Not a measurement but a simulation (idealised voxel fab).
Name of the process module below: voxel transistor to metal
Square cell edge 5 nm, section width 180 nm, ID cut.
When this document writes out a cross-section, it uses a grid of square cells and lists it as bands, beginning at the top and moving down, with a band standing for one or more rows of cells. It is stipulated that each band's entry specify, in nanometres, the height of the top of the band and then that of its bottom, followed by the materials of the band in left-to-right sequence, each together with its width in nanometres. A single material marked by the word "throughout" is understood to fill the band from edge to edge; the word "blank" is understood to denote empty space. Heads up on the height convention: 0 is the point under which the incoming wafer is all one material, and the lowest band has no bottom, it just keeps going down, like "from 0 down". The expression "30..40" gives the width at the extremes of the band, the first number at its top row of cells and the second at its bottom row, with the width changing by equal amounts from each row to the next in between. "no alteration" means the step left every cell of the cross-section as it was. In the "Enclosed internal voids" entry, you get each enclosed empty space of 8 cells or more, one with no open way to the top, written width x height at distance, distance from the left edge, in nm. Note: text after step settings on the step line = simulator remark on that step. "overlay nm" answers the question of how far to the right of plan the mask lay on a step that has a mask, and when it is negative the answer is to the left.
-- Here's what the planned process steps look like
1,RECEIVE (material Si)
2,OXIDIZE (depth nm 5)
3,CONFORMAL_DEP (material SiN; thk nm 10)
4,MASKED_ETCH (tone cover; mask id ACTIVE; width nm 125; etch materials SiN; depth nm 10; overlay nm 0)
5,MASKED_ETCH (tone cover; mask id ACTIVE; width nm 125; etch materials SiO2; depth nm 5; overlay nm 0)
6,MASKED_ETCH (tone cover; mask id ACTIVE; width nm 125; etch materials Si; depth nm 20; overlay nm 0)
7,OXIDIZE (depth nm 5)
8,FILL_DEP (material SiO2; thk nm 15)
9,CMP (height nm 10)
10,SELECTIVE_ETCH (etch materials SiO2; depth nm 5)
11,STRIP (etch materials SiN)
12,SELECTIVE_ETCH (etch materials SiO2; depth nm 5)
13,OXIDIZE (depth nm 5)
14,DIRECTIONAL_DEP (material polySi; thk nm 25)
15,DIRECTIONAL_DEP (material SiCN; thk nm 10)
16,MASKED_ETCH (tone cover; mask id GATE; width nm 35; etch materials SiCN; depth nm 20; overlay nm 0)
17,MASKED_ETCH (tone cover; mask id GATE; width nm 35; etch materials polySi; depth nm 35; overlay nm -5)
18,CONFORMAL_DEP (material SiO2; thk nm 5)
19,DIRECTIONAL_ETCH (etch materials SiO2; depth nm 5)
20,CONFORMAL_DEP (material SiN; thk nm 5)
21,DIRECTIONAL_ETCH (etch materials SiN; depth nm 5)
22,DIRECTIONAL_ETCH (etch materials SiO2; depth nm 5)
23,DIRECTIONAL_ETCH (etch materials Si; depth nm 10)
24,EPI (material SiGe; thk nm 15)
25,FILL_DEP (material SiO2; thk nm 10)
26,CMP (height nm 20)
27,STRIP (etch materials polySi)
28,SELECTIVE_ETCH (etch materials SiO2; depth nm 5)
29,CONFORMAL_DEP (material HfO2; thk nm 5)
30,CONFORMAL_DEP (material TiN; thk nm 5)
31,FILL_DEP (material W; thk nm 10)
32,CMP (height nm 15)
33,DIRECTIONAL_DEP (material SiO2; thk nm 15)
34,MASKED_ETCH (tone open; mask id CONTACT; width nm 20; pitch nm 85; etch materials SiO2; depth nm 35; overlay nm 0)
35,CONFORMAL_DEP (material TiN; thk nm 5)
36,FILL_DEP (material Ru; thk nm 5)
37,CMP (height nm 30)
38,CONFORMAL_DEP (material SiN; thk nm 5)
39,DIRECTIONAL_DEP (material lowk; thk nm 15)
40,DIRECTIONAL_DEP (material aC; thk nm 15)
41,PATTERN (tone open; mask id METAL_1; material resist; width nm 20; pitch nm 85; thk nm 35; overlay nm 0)
42,DIRECTIONAL_ETCH (etch materials aC; depth nm 15)
43,STRIP (etch materials resist)
44,DIRECTIONAL_ETCH (etch materials lowk; depth nm 15)
45,DIRECTIONAL_ETCH (etch materials SiN; depth nm 5)
46,STRIP (etch materials aC)
47,CONFORMAL_DEP (material TiN; thk nm 5)
48,FILL_DEP (material Ru; thk nm 5)
49,CMP (height nm 50)
50,CONFORMAL_DEP (material SiCN; thk nm 5)
The plan shows the overlay nm of step 17 as the first wafer had it; this setting differs between the wafers, which start out alike.
-- Cross-section, first of several wafers, as delivered after step 1
	from 0 down = Si throughout
	Enclosed internal voids: none
-- The cross-section of the first of several wafers is given below for the end of the module, after its final step, step 50
	from 55 to 50 = SiCN throughout
	from 50 to 35 = lowk=35, TiN=5, Ru=10, TiN=5, lowk=65, TiN=5, Ru=10, TiN=5, lowk=40
	from 35 to 30 = SiN=35, TiN=20, SiN=65, TiN=20, SiN=40
	from 30 to 15 = SiO2=35, TiN=5, Ru=10, TiN=5, SiO2=65, TiN=5, Ru=10, TiN=5, SiO2=40
	from 15 to 10 = SiO2=35, TiN=5, Ru=10, TiN=5, SiN=5, HfO2=5, TiN=5, W=30, TiN=5, HfO2=5, SiN=5, SiO2=5, TiN=5, Ru=10, TiN=5, SiO2=40
	from 10 to 5 = SiO2=35, TiN=20, SiN=5, HfO2=5, TiN=5, W=30, TiN=5, HfO2=5, SiN=5, SiO2=5, TiN=20, SiO2=40
	from 5 to 0 = SiO2=35, TiN=5, SiGe=15, SiN=5, HfO2=5, TiN=5, W=30, TiN=5, HfO2=5, SiN=5, SiGe=15, TiN=10, SiO2=40
	from 0 to -5 = SiO2=25, SiN=5, SiO2=5, TiN=5, SiGe=15, SiN=5, HfO2=5, TiN=40, HfO2=5, SiN=5, SiGe=15, TiN=10, SiO2=5, SiN=5, SiO2=30
	from -5 to -10 = SiO2=30, SiGe=25, SiO2=5, HfO2=50, SiO2=5, SiGe=30, SiO2=35
	from -10 to -20 = SiO2=30, SiGe=25, Si=60, SiGe=30, SiO2=35
	from -20 to -30 = SiO2=30, Si=115, SiO2=35
	from -30 down = Si throughout
	Enclosed internal voids: none
-- Wafer cross-section (last wafer, module end)
	from 55 to 50 = SiCN throughout
	from 50 to 35 = lowk=35, TiN=5, Ru=10, TiN=5, lowk=65, TiN=5, Ru=10, TiN=5, lowk=40
	from 35 to 30 = SiN=35, TiN=20, SiN=65, TiN=20, SiN=40
	from 30 to 15 = SiO2=35, TiN=5, Ru=10, TiN=5, SiO2=65, TiN=5, Ru=10, TiN=5, SiO2=40
	from 15 to 10 = SiO2=35, TiN=5, Ru=10, TiN=5, SiO2=5, SiN=5, HfO2=5, TiN=5, W=30, TiN=5, HfO2=5, SiN=5, TiN=5, Ru=10, TiN=5, SiO2=40
	from 10 to 5 = SiO2=35, TiN=20, SiO2=5, SiN=5, HfO2=5, TiN=5, W=30, TiN=5, HfO2=5, SiN=5, TiN=20, SiO2=40
	from 5 to 0 = SiO2=35, TiN=10, SiGe=15, SiN=5, HfO2=5, TiN=5, W=30, TiN=5, HfO2=5, SiN=5, SiGe=15, TiN=5, SiO2=40
	from 0 to -5 = SiO2=25, SiN=5, SiO2=5, TiN=10, SiGe=15, SiN=5, HfO2=5, TiN=40, HfO2=5, SiN=5, SiGe=15, TiN=5, SiO2=5, SiN=5, SiO2=30
	from -5 to -10 = SiO2=30, SiGe=30, SiO2=5, HfO2=50, SiO2=5, SiGe=25, SiO2=35
	from -10 to -20 = SiO2=30, SiGe=30, Si=60, SiGe=25, SiO2=35
	from -20 to -30 = SiO2=30, Si=115, SiO2=35
	from -30 down = Si throughout
	Enclosed internal voids: none
-- wafer rows; end of module; cells per material since receipt: (+) gained, (-) lost; then closed voids
overlay nm -5, +18 HfO2, +28 Ru, -146 Si, +36 SiCN, +45 SiGe, +38 SiN, +211 SiO2, +64 TiN, +18 W, +84 lowk, Enclosed internal voids: none
overlay nm 0, +17 HfO2, +28 Ru, -148 Si, +36 SiCN, +48 SiGe, +38 SiN, +213 SiO2, +65 TiN, +15 W, +84 lowk, Enclosed internal voids: none
overlay nm 5, +18 HfO2, +28 Ru, -146 Si, +36 SiCN, +45 SiGe, +38 SiN, +211 SiO2, +64 TiN, +18 W, +84 lowk, Enclosed internal voids: none
